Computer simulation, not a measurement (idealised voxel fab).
Process module, titled voxel lift off
Section shown: cut. Width: 140 nm. Cell size: 5 nm, square.
Each cross-section below is a grid of square cells, stated as bands in top-down order, with one or more rows of cells making up each band. Per band: top height and bottom height in nm, followed by the left-to-right materials and their widths in nm; "throughout" marks a single material spanning edge to edge, "empty" marks empty space. Basically, 0 is our baseline, since under it the wafer straight out of the box is all one material. The bottom band has no lower end and keeps on going down, so it looks like "0 nm and below". You'd read "30..40" like this: the band's top row of cells is as wide as the first number, its bottom row is as wide as the second, and going down, every row changes width by the same amount as the row before did. When a step is marked "left unchanged", none of the cells in the cross-section changed during that step. "Voids, enclosed" enumerates empty spaces isolated from the top, with no open way to it, that contain at least 8 cells, giving each as width x height at distance from the left edge, all three in nm. It should be noted that, on the line of a given step, the content following the step's settings is a remark produced by the simulator itself with respect to that step. What "overlay nm" on a step's line means: if the step has a mask, that mask lay this far to the right of its planned place, or, when the value is negative, to the left.
**Planned process steps**
1: RECEIVE,material Si
2: CONFORMAL_DEP,material Al2O3,thk nm 5
3: PATTERN,tone open,mask id LINES,material resist,width nm 20,pitch nm 45,thk nm 20,overlay nm 0
4: DIRECTIONAL_DEP,material Ru,thk nm 5
5: STRIP,etch materials resist
6: CONFORMAL_DEP,material SiCN,thk nm 5
**As-received wafer cross-section (after step 1)**
    0 nm and below  Si throughout
    Voids, enclosed: none
**Figure: cross-sectional view of the wafer upon completion of the module, processed from the initial state and according to the plan depicted above, with one error introduced during execution**
    10 nm to 5 nm  empty 10; SiCN 30; empty 15; SiCN 30; empty 15; SiCN 30; empty 10
    5 nm to 0 nm  SiCN 15; Ru 20; SiCN 25; Ru 20; SiCN 25; Ru 20; SiCN 15
    0 nm and below  Si throughout
    Voids, enclosed: none
Here's what went sideways: step 2 from the plan never happened, it was just skipped
